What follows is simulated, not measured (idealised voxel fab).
The name of this process module is voxel self aligned contacts.
145 nm wide, 5 nm square cells: that's cross-section cut.
For the purposes of this document, a cross-section shall be understood as a grid of square cells, specified as bands listed in top-to-bottom order, each band consisting of one or more rows of cells.
In this notation a band is specified by the heights of its top and bottom, in that order and in nm, after which its materials appear from left to right, each paired with its width in nm. The word "full width" attached to a single material means that material fills the band from edge to edge; the word "empty" stands for empty space.
Measure heights from 0. That's the level where, below it, the as-received wafer is all one material. The lowest band is bottomless and extends downward; write it as in "0 nm and below".
Width spec "30->40" -> top row of cells at first value, bottom row at second value, equal per-row change in between.
Take "no change" at face value: in the step it is given for, the cross-section changed in none of its cells.
Fully enclosed voids: empty space of 8 cells or more with no open way to the top, each as width x height at its distance from the left edge, in nm
Formally, on a step line, whatever follows the settings is a remark that the simulator itself makes on the step.
Steps that use a mask can have "overlay nm" on their line. It says how far the mask sat to the right of where it was meant to be. Negative means to the left.

-- Planned process steps
1: op RECEIVE | material Si
2: op OXIDIZE | depth nm 5
3: op DIRECTIONAL_DEP | material polySi | thk nm 20
4: op DIRECTIONAL_DEP | material SiN | thk nm 15
5: op DIRECTIONAL_DEP | material aC | thk nm 10
6: op PATTERN | tone cover | mask id GATE | material resist | width nm 35 | pitch nm 60 | thk nm 30 | overlay nm -10
7: op DIRECTIONAL_ETCH | etch materials aC | depth nm 10
8: op STRIP | etch materials resist
9: op DIRECTIONAL_ETCH | etch materials SiN | depth nm 15
10: op DIRECTIONAL_ETCH | etch materials polySi | depth nm 20
11: op STRIP | etch materials aC
12: op CONFORMAL_DEP | material SiN | thk nm 5
13: op DIRECTIONAL_ETCH | etch materials SiN | depth nm 5
14: op FILL_DEP | material SiO2 | thk nm 15
15: op CMP | height nm 40
16: op MASKED_ETCH | tone open | mask id CONTACT | width nm 35 | etch materials SiO2 | depth nm 45 | overlay nm 0
17: op CONFORMAL_DEP | material TiN | thk nm 5
18: op FILL_DEP | material Ru | thk nm 5
19: op CMP | height nm 40
20: op CONFORMAL_DEP | material SiN | thk nm 5
It is noted that the wafers described herein are identical at the outset and are distinguished by the overlay nm of step 6; the value stated in the plan corresponds to the first wafer.

-- First of several wafers (as received, post step 1), cross-sectional view
	0 nm and below  Si full width
	Fully enclosed voids: none

-- Here is how to read the rows: every wafer has a row, and it shows the wafer at the end of the module, giving for each material how many cells were gained (+) or lost (-) since the wafer was received, then listing its closed voids
overlay nm -10; +8 Ru; -29 Si; +99 SiN; +104 SiO2; +23 TiN; +56 polySi; Fully enclosed voids: none
overlay nm -5; +8 Ru; -29 Si; +99 SiN; +104 SiO2; +23 TiN; +56 polySi; Fully enclosed voids: none
overlay nm 0; +8 Ru; -29 Si; +99 SiN; +104 SiO2; +23 TiN; +56 polySi; Fully enclosed voids: none
overlay nm 5; +8 Ru; -29 Si; +99 SiN; +104 SiO2; +23 TiN; +56 polySi; Fully enclosed voids: none
overlay nm 10; +8 Ru; -29 Si; +99 SiN; +104 SiO2; +23 TiN; +56 polySi; Fully enclosed voids: none
